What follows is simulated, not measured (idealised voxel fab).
process module | voxel self aligned contacts
cross-section cut | 230 nm wide | cells 5 nm
A cross-section is a grid of square cells, given in bands from the top down. A band is one or more rows of cells.
Each band's line starts with the height of the band's top and of its bottom, in nm. Then come its materials from left to right, each with its width in nm. One material with "throughout" fills the band from edge to edge. "air" is empty space.
Height 0 is the level under which the wafer as received is all one material. The lowest band goes on downwards, as in "0 down".
A width such as "30 to 40" changes by the same amount from each row of cells to the next, from the band's top row to its bottom row.
"no change" after a step means that no cell of the cross-section changed.
closed voids: empty space of 8 cells or more with no open way to the top, each as width x height at its distance from the left edge, in nm
after a step's settings: what the simulator itself notes on the step
overlay nm, on a step with a mask: how far to the right of its planned place the mask lay; to the left if negative
plan
1 op RECEIVE | material Si
2 op OXIDIZE | depth nm 5
3 op DIRECTIONAL_DEP | material polySi | thk nm 30
4 op DIRECTIONAL_DEP | material SiN | thk nm 20
5 op DIRECTIONAL_DEP | material aC | thk nm 10
6 op PATTERN | tone cover | mask id GATE | material resist | width nm 30 | pitch nm 60 | thk nm 25 | overlay nm 0
7 op DIRECTIONAL_ETCH | etch materials aC | depth nm 10
8 op STRIP | etch materials resist
9 op DIRECTIONAL_ETCH | etch materials SiN | depth nm 20
10 op DIRECTIONAL_ETCH | etch materials polySi | depth nm 30
11 op STRIP | etch materials aC
12 op CONFORMAL_DEP | material SiN | thk nm 5
13 op DIRECTIONAL_ETCH | etch materials SiN | depth nm 5
14 op FILL_DEP | material SiO2 | thk nm 15
15 op CMP | height nm 60
16 op MASKED_ETCH | tone open | mask id CONTACT | width nm 40 | pitch nm 60 | etch materials SiO2 | depth nm 65 | overlay nm 0
17 op CONFORMAL_DEP | material TiN | thk nm 5
18 op FILL_DEP | material W | thk nm 10
19 op CMP | height nm 60
20 op CONFORMAL_DEP | material SiN | thk nm 5
as received, after step 1
  0 down: Si throughout
  closed voids: none
a wafer at the end: this start, this plan, one mistake
  65 to 60: SiN throughout
  60 to 50: SiO2 65 | TiN 5 to 15 | W 30 to 10 | TiN 5 to 15 | SiO2 20 | TiN 5 to 15 | W 30 to 10 | TiN 5 to 15 | SiO2 65
  50 to 25: SiO2 35 | SiN 5 | polySi 30 | SiN 5 | TiN 5 | W 10 | TiN 5 | SiN 5 | polySi 30 | SiN 5 | TiN 5 | W 10 | TiN 5 | SiN 5 | polySi 30 | SiN 5 | SiO2 35
  25 to 20: SiO2 35 | SiN 5 | polySi 30 | SiN 5 | TiN 20 | SiN 5 | polySi 30 | SiN 5 | TiN 20 | SiN 5 | polySi 30 | SiN 5 | SiO2 35
  20 to 0: SiN throughout
  0 to -5: SiO2 throughout
  -5 down: Si throughout
  closed voids: none
what went wrong: steps 3 and 4 were swapped
